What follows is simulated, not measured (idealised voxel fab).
You're looking at the process module voxel wiring stack.
It is cross-section cut that appears here, measuring 190 nm in width, its square cells being 5 nm in size.
In this document a cross-section is written as a grid of square cells. It is given as a series of bands, listed from the top down, and a band is one or more rows of cells.
Quick guide to a band line: top height, bottom height (nm) up front; then every material left to right with its width in nm. Only one material and it's marked "all across"? Then it fills the band edge to edge. And "air" just means empty space.
Beneath 0, the wafer as received is one material, and that level is where height counting begins. The lowest band goes on downward without a bottom; it is written like "top 0, no bottom".
A width given as "30->40" starts at the first number in the band's top row and ends at the second number in its bottom row, shifting by an equal amount at every step from row to row.
You'll sometimes find "everything unchanged" written for a step, and that's the way of saying that nowhere in the cross-section did a cell change during that step.
The label "Cavities, sealed" introduces a list of the empty spaces, 8 cells or larger, that have no open way up to the top; each entry in it reads width x height at distance, where the distance is taken from the left edge and all three are stated in nm.
Note: text after step settings on the step line = simulator remark on that step.
A step line may carry the setting "overlay nm", which, for steps involving a mask, states the distance by which the mask lay to the right of its intended position; negative values denote displacement to the left.

# Below is the list of planned process steps
1) RECEIVE,material Si
2) CONFORMAL_DEP,material SiO2,thk nm 15
3) CONFORMAL_DEP,material SiN,thk nm 5
4) DIRECTIONAL_DEP,material SiO2,thk nm 20
5) PATTERN,tone open,mask id METAL_1,material resist,width nm 25,pitch nm 40,thk nm 20,overlay nm 0
6) DIRECTIONAL_ETCH,etch materials SiO2,depth nm 20
7) DIRECTIONAL_ETCH,etch materials SiN,depth nm 5
8) STRIP,etch materials resist
9) CONFORMAL_DEP,material TiN,thk nm 5
10) FILL_DEP,material W,thk nm 5
11) CMP,height nm 40
12) EPI,material Ru,thk nm 5
13) FILL_DEP,material SiCN,thk nm 5
14) DIRECTIONAL_DEP,material SiO2,thk nm 30
15) DIRECTIONAL_DEP,material aC,thk nm 10
16) PATTERN,tone open,mask id METAL_2,material resist,width nm 25,pitch nm 40,thk nm 30,overlay nm 0
17) DIRECTIONAL_ETCH,etch materials aC,depth nm 10
18) STRIP,etch materials resist
19) DIRECTIONAL_ETCH,etch materials SiO2,depth nm 15
20) STRIP,etch materials aC
21) PATTERN,tone open,mask id METAL_2_HOLES,material resist,width nm 15,thk nm 15,overlay nm 0
22) DIRECTIONAL_ETCH,etch materials SiO2,depth nm 15
23) DIRECTIONAL_ETCH,etch materials SiCN,depth nm 5
24) STRIP,etch materials resist
25) CONFORMAL_DEP,material TiN,thk nm 5
26) FILL_DEP,material Ru,thk nm 10
27) CMP,height nm 80
28) CONFORMAL_DEP,material SiCN,thk nm 5
29) DIRECTIONAL_DEP,material SiO2,thk nm 15
30) DIRECTIONAL_DEP,material aC,thk nm 15
31) PATTERN,tone open,mask id PLUG_2,material resist,width nm 15,thk nm 35,overlay nm 0
32) DIRECTIONAL_ETCH,etch materials aC,depth nm 15
33) STRIP,etch materials resist
34) DIRECTIONAL_ETCH,etch materials SiO2,depth nm 5
35) DIRECTIONAL_ETCH,etch materials SiCN,depth nm 5
36) STRIP,etch materials aC
37) CONFORMAL_DEP,material TiN,thk nm 5
38) FILL_DEP,material Ru,thk nm 5
39) CMP,height nm 100
40) DIRECTIONAL_DEP,material TiN,thk nm 5
41) DIRECTIONAL_DEP,material W,thk nm 20
42) PATTERN,tone cover,mask id METAL_3,material resist,width nm 25,pitch nm 40,thk nm 20,overlay nm 0
43) DIRECTIONAL_ETCH,etch materials W,depth nm 20
44) DIRECTIONAL_ETCH,etch materials TiN,depth nm 5
45) STRIP,etch materials resist
46) CONFORMAL_DEP,material SiN,thk nm 5
47) FILL_DEP,material SiO2,thk nm 5
48) CMP,height nm 125
49) CONFORMAL_DEP,material SiCN,thk nm 5
Split variable: depth nm, step 34. Plan value = first wafer. Wafers start alike.

# The first of several wafers in cross-section, exactly as it reached us after step 1
top 0, no bottom  Si all across
Cavities, sealed: none

# The figure below presents a cross-section of the first of several wafers at the conclusion of the module, following its last step, step 49
top 130, bottom 125  SiCN all across
top 125, bottom 105  SiO2 55 nm; SiN 5 nm; W 25 nm; SiN 5 nm; SiO2 5 nm; SiN 5 nm; W 25 nm; SiN 5 nm; SiO2 60 nm
top 105, bottom 100  SiN 60 nm; TiN 25 nm; SiN 15 nm; TiN 25 nm; SiN 65 nm
top 100, bottom 95  SiO2 60 nm; TiN 15 nm; SiO2 115 nm
top 95, bottom 85  SiO2 all across
top 85, bottom 80  SiCN all across
top 80, bottom 70  SiO2 60 nm; TiN 5 nm; Ru 15 nm; TiN 5 nm; SiO2 15 nm; TiN 5 nm; Ru 15 nm; TiN 5 nm; SiO2 65 nm
top 70, bottom 65  SiO2 60 nm; TiN 5 nm; Ru 5 nm; TiN 15 nm; SiO2 15 nm; TiN 25 nm; SiO2 65 nm
top 65, bottom 50  SiO2 60 nm; TiN 5 nm; Ru 5 nm; TiN 5 nm; SiO2 115 nm
top 50, bottom 45  SiCN 60 nm; TiN 15 nm; SiCN 115 nm
top 45, bottom 40  SiCN 55 nm; Ru 35 nm; SiCN 5 nm; Ru 35 nm; SiCN 60 nm
top 40, bottom 20  SiO2 60 nm; TiN 5 nm; W 15 nm; TiN 5 nm; SiO2 15 nm; TiN 5 nm; W 15 nm; TiN 5 nm; SiO2 65 nm
top 20, bottom 15  SiN 60 nm; TiN 25 nm; SiN 15 nm; TiN 25 nm; SiN 65 nm
top 15, bottom 0  SiO2 all across
top 0, no bottom  Si all across
Cavities, sealed: none

# Module end, final wafer: cross-section
top 130, bottom 125  SiCN all across
top 125, bottom 105  SiO2 55 nm; SiN 5 nm; W 25 nm; SiN 5 nm; SiO2 5 nm; SiN 5 nm; W 25 nm; SiN 5 nm; SiO2 60 nm
top 105, bottom 100  SiN 60 nm; TiN 25 nm; SiN 15 nm; TiN 25 nm; SiN 65 nm
top 100, bottom 85  SiO2 60 nm; TiN 5 nm; Ru 5 nm; TiN 5 nm; SiO2 115 nm
top 85, bottom 80  SiCN 60 nm; TiN 15 nm; SiCN 115 nm
top 80, bottom 70  SiO2 60 nm; TiN 5 nm; Ru 15 nm; TiN 5 nm; SiO2 15 nm; TiN 5 nm; Ru 15 nm; TiN 5 nm; SiO2 65 nm
top 70, bottom 65  SiO2 60 nm; TiN 5 nm; Ru 5 nm; TiN 15 nm; SiO2 15 nm; TiN 25 nm; SiO2 65 nm
top 65, bottom 50  SiO2 60 nm; TiN 5 nm; Ru 5 nm; TiN 5 nm; SiO2 115 nm
top 50, bottom 45  SiCN 60 nm; TiN 15 nm; SiCN 115 nm
top 45, bottom 40  SiCN 55 nm; Ru 35 nm; SiCN 5 nm; Ru 35 nm; SiCN 60 nm
top 40, bottom 20  SiO2 60 nm; TiN 5 nm; W 15 nm; TiN 5 nm; SiO2 15 nm; TiN 5 nm; W 15 nm; TiN 5 nm; SiO2 65 nm
top 20, bottom 15  SiN 60 nm; TiN 25 nm; SiN 15 nm; TiN 25 nm; SiN 65 nm
top 15, bottom 0  SiO2 all across
top 0, no bottom  Si all across
Cavities, sealed: none

# Note: the following table is arranged by wafer, a row apiece. Each row reports the end-of-module state: per material, cells gained (+) or cells lost (-) compared with the wafer as received; closed voids follow
depth nm 5 | +30 Ru | +135 SiCN | +72 SiN | +622 SiO2 | +65 TiN | +64 W | Cavities, sealed: none
depth nm 10 | +31 Ru | +135 SiCN | +72 SiN | +619 SiO2 | +67 TiN | +64 W | Cavities, sealed: none
depth nm 15 | +33 Ru | +132 SiCN | +72 SiN | +616 SiO2 | +71 TiN | +64 W | Cavities, sealed: none
depth nm 20 | +33 Ru | +132 SiCN | +72 SiN | +616 SiO2 | +71 TiN | +64 W | Cavities, sealed: none
depth nm 25 | +33 Ru | +132 SiCN | +72 SiN | +616 SiO2 | +71 TiN | +64 W | Cavities, sealed: none
depth nm 30 | +33 Ru | +132 SiCN | +72 SiN | +616 SiO2 | +71 TiN | +64 W | Cavities, sealed: none
